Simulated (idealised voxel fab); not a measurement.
Herein follows the process module entitled voxel self aligned vias.
Shown is cross-section cut, with a width of 235 nm and square cells of size 5 nm.
A cross-section is written here as square cells arranged in a grid, and it is given in bands from the top down, each band taking up one or more rows of cells. For a band, the entry starts with two heights in nm, that of the top and then that of the bottom, and carries on with the band's materials in order from left to right, each alongside its width in nm; the word "edge to edge" beside a single material means it fills the band edge to edge, and "air" means empty space. Below 0: as-received wafer, all one material; heights counted from there. Lowest band: no bottom, goes on down, written "from 0 down". Per-row width for "30..40": begins at first number (top row of band), ends at second number (bottom row), increment between rows held constant. Step marked "remains unaltered"? Then no cell in the cross-section changed in it. Reported under the label "Closed void listing" are the empty spaces having no open way to the top and comprising 8 cells or more; the notation for each is width x height at distance, in which the distance is measured from the left edge and all three values are in nm. Text after the settings on a step's line: the simulator's own remark on that step. overlay nm: step with mask; distance mask lay right of planned place; negative value = left of planned place.

Below is the list of planned process steps
step 1: RECEIVE (material Si)
step 2: CONFORMAL_DEP (material SiO2; thk nm 10)
step 3: CONFORMAL_DEP (material SiCN; thk nm 5)
step 4: DIRECTIONAL_DEP (material SiO2; thk nm 20)
step 5: PATTERN (tone open; mask id LINES; material resist; width nm 30; pitch nm 70; thk nm 20; overlay nm 0)
step 6: DIRECTIONAL_ETCH (etch materials SiO2; depth nm 20)
step 7: STRIP (etch materials resist)
step 8: CONFORMAL_DEP (material TiN; thk nm 5)
step 9: FILL_DEP (material Ru; thk nm 5)
step 10: CMP (height nm 35)
step 11: SELECTIVE_ETCH (etch materials W Ru TiN; depth nm 10)
step 12: FILL_DEP (material SiN; thk nm 5)
step 13: CMP (height nm 35)
step 14: DIRECTIONAL_DEP (material SiO2; thk nm 15)
step 15: DIRECTIONAL_DEP (material aC; thk nm 15)
step 16: PATTERN (tone open; mask id VIAS; material resist; width nm 50; pitch nm 70; thk nm 35; overlay nm 0)
step 17: DIRECTIONAL_ETCH (etch materials aC; depth nm 15)
step 18: STRIP (etch materials resist)
step 19: DIRECTIONAL_ETCH (etch materials SiO2; depth nm 15)
step 20: DIRECTIONAL_ETCH (etch materials SiN; depth nm 10)
step 21: STRIP (etch materials aC)
step 22: CONFORMAL_DEP (material TiN; thk nm 5)
step 23: FILL_DEP (material W; thk nm 5)
step 24: CMP (height nm 50)
step 25: CONFORMAL_DEP (material SiCN; thk nm 5)

Delivered wafer in cross-section: state after step 1
- from 0 down = Si edge to edge
- Closed void listing: none

What the wafer looks like in cross-section after this module, when it starts as shown above and follows the plan above but one mistake is made in running it
- from 55 to 50 = SiCN edge to edge
- from 50 to 40 = 30 nm SiO2; 5 nm TiN; 40 nm W; 5 nm TiN; 20 nm SiO2; 5 nm TiN; 40 nm W; 5 nm TiN; 20 nm SiO2; 5 nm TiN; 40 nm W; 5 nm TiN; 15 nm SiO2
- from 40 to 30 = 30 nm SiO2; 5 nm TiN; 20 nm W; 25..5 nm TiN; 20..40 nm SiO2; 5 nm TiN; 20 nm W; 25..5 nm TiN; 20..40 nm SiO2; 5 nm TiN; 20 nm W; 25..5 nm TiN; 15..35 nm SiO2
- from 30 to 25 = 30 nm SiO2; 30 nm TiN; 40 nm SiO2; 30 nm TiN; 40 nm SiO2; 30 nm TiN; 35 nm SiO2
- from 25 to 20 = 30 nm SiO2; 5 nm TiN; 20 nm Ru; 5 nm TiN; 40 nm SiO2; 5 nm TiN; 20 nm Ru; 5 nm TiN; 40 nm SiO2; 5 nm TiN; 20 nm Ru; 5 nm TiN; 35 nm SiO2
- from 20 to 15 = 30 nm SiO2; 30 nm TiN; 40 nm SiO2; 30 nm TiN; 40 nm SiO2; 30 nm TiN; 35 nm SiO2
- from 15 to 10 = SiCN edge to edge
- from 10 to 0 = SiO2 edge to edge
- from 0 down = Si edge to edge
- Closed void listing: none
Diagnosis: step 16 did not happen as planned, as run it was PATTERN (tone open; mask id VIAS; material resist; width nm 50; pitch nm 70; thk nm 35; overlay nm 10)
